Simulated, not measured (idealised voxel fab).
Herein follows the process module entitled voxel self aligned vias.
The figure presents cross-section cut, which has a width of 285 nm and is divided into square cells with an edge length of 5 nm.
Cross-section layout: square cells on a grid; listed as bands, top to bottom; a band spans one or more cell rows. Basically the band line says how high the top is and how high the bottom is, in nm, and then what's in it from left to right, every material with its width in nm. Empty space shows up as "blank", and if a single material carries "everywhere" it runs the full band edge to edge. Heights are expressed relative to 0, this being the level below which the as-received wafer comprises one material exclusively. The lowest band is unbounded in the downward direction and is denoted as in "0..down". Note: "30..40" means the width goes from the first number (top row of the band) to the second number (bottom row) in equal steps per row of cells. "all unchanged" (step): cross-section cells unchanged, all of them. "Enclosed void entries" specifies each empty space that is not open to the top and that occupies no fewer than 8 cells, using the form width x height at distance, the distance measured from the left edge and all three quantities in nm. On each step's line, the part that comes after the settings is the simulator's own comment on the step. overlay nm: mask right of planned place by this much (step with mask). Neg. = left.

-- List of planned process steps
1: RECEIVE with material Si
2: CONFORMAL_DEP with material SiO2, thk nm 10
3: CONFORMAL_DEP with material SiCN, thk nm 5
4: DIRECTIONAL_DEP with material SiO2, thk nm 30
5: DIRECTIONAL_DEP with material aC, thk nm 10
6: PATTERN with tone open, mask id LINES, material resist, width nm 25, pitch nm 60, thk nm 25, overlay nm 0
7: DIRECTIONAL_ETCH with etch materials aC, depth nm 10
8: STRIP with etch materials resist
9: DIRECTIONAL_ETCH with etch materials SiO2, depth nm 30
10: STRIP with etch materials aC
11: CONFORMAL_DEP with material TiN, thk nm 5
12: FILL_DEP with material Ru, thk nm 10
13: CMP with height nm 45
14: SELECTIVE_ETCH with etch materials W Ru TiN, depth nm 10
15: FILL_DEP with material SiN, thk nm 10
16: CMP with height nm 45
17: DIRECTIONAL_DEP with material SiO2, thk nm 20
18: DIRECTIONAL_DEP with material aC, thk nm 10
19: PATTERN with tone open, mask id VIAS, material resist, width nm 45, pitch nm 60, thk nm 30, overlay nm 0
20: DIRECTIONAL_ETCH with etch materials aC, depth nm 10
21: STRIP with etch materials resist
22: DIRECTIONAL_ETCH with etch materials SiO2, depth nm 20
23: DIRECTIONAL_ETCH with etch materials SiN, depth nm 10
24: STRIP with etch materials aC
25: CONFORMAL_DEP with material TiN, thk nm 5
26: FILL_DEP with material Cu, thk nm 5
27: CMP with height nm 65
28: CONFORMAL_DEP with material SiN, thk nm 5

-- Wafer at receipt (post step 1), cross-section
* 0..down  Si everywhere
* Enclosed void entries: none

-- Here's the cross-section of the first of our two wafers at the end of the module - it ran as planned
* 70..65  SiN everywhere
* 65..50  SiO2 60 nm, then TiN 5 nm, then Cu 35 nm, then TiN 5 nm, then SiO2 15 nm, then TiN 5 nm, then Cu 35 nm, then TiN 5 nm, then SiO2 15 nm, then TiN 5 nm, then Cu 35 nm, then TiN 5 nm, then SiO2 60 nm
* 50..40  SiO2 60..70 nm, then TiN 15..5 nm, then Cu 15 nm, then TiN 15..5 nm, then SiO2 15..35 nm, then TiN 15..5 nm, then Cu 15 nm, then TiN 15..5 nm, then SiO2 15..35 nm, then TiN 15..5 nm, then Cu 15 nm, then TiN 15..5 nm, then SiO2 60..70 nm
* 40..35  SiO2 70 nm, then TiN 25 nm, then SiO2 35 nm, then TiN 25 nm, then SiO2 35 nm, then TiN 25 nm, then SiO2 70 nm
* 35..20  SiO2 70 nm, then TiN 5 nm, then Ru 15 nm, then TiN 5 nm, then SiO2 35 nm, then TiN 5 nm, then Ru 15 nm, then TiN 5 nm, then SiO2 35 nm, then TiN 5 nm, then Ru 15 nm, then TiN 5 nm, then SiO2 70 nm
* 20..15  SiO2 70 nm, then TiN 25 nm, then SiO2 35 nm, then TiN 25 nm, then SiO2 35 nm, then TiN 25 nm, then SiO2 70 nm
* 15..10  SiCN everywhere
* 10..0  SiO2 everywhere
* 0..down  Si everywhere
* Enclosed void entries: none

-- Cross-section at end of module for the second wafer of two, which matched the first in starting point and plan and differed by one mistake in its processing
* 70..65  SiN everywhere
* 65..50  SiO2 60 nm, then TiN 5 nm, then Cu 35 nm, then TiN 5 nm, then SiO2 15 nm, then TiN 5 nm, then Cu 35 nm, then TiN 5 nm, then SiO2 15 nm, then TiN 5 nm, then Cu 35 nm, then TiN 5 nm, then SiO2 60 nm
* 50..45  SiO2 60 nm, then TiN 45 nm, then SiO2 15 nm, then TiN 45 nm, then SiO2 15 nm, then TiN 45 nm, then SiO2 60 nm
* 45..40  SiCN everywhere
* 40..0  SiO2 everywhere
* 0..down  Si everywhere
* Enclosed void entries: none
In executing the process, a mistake was made relative to the plan: sequence error: steps 3 and 4 interchanged
Once processing is complete, comparing cell counts shows that the second wafer has more or fewer of certain materials than the first: Cu -18; Ru -27; SiO2 +90; TiN -45
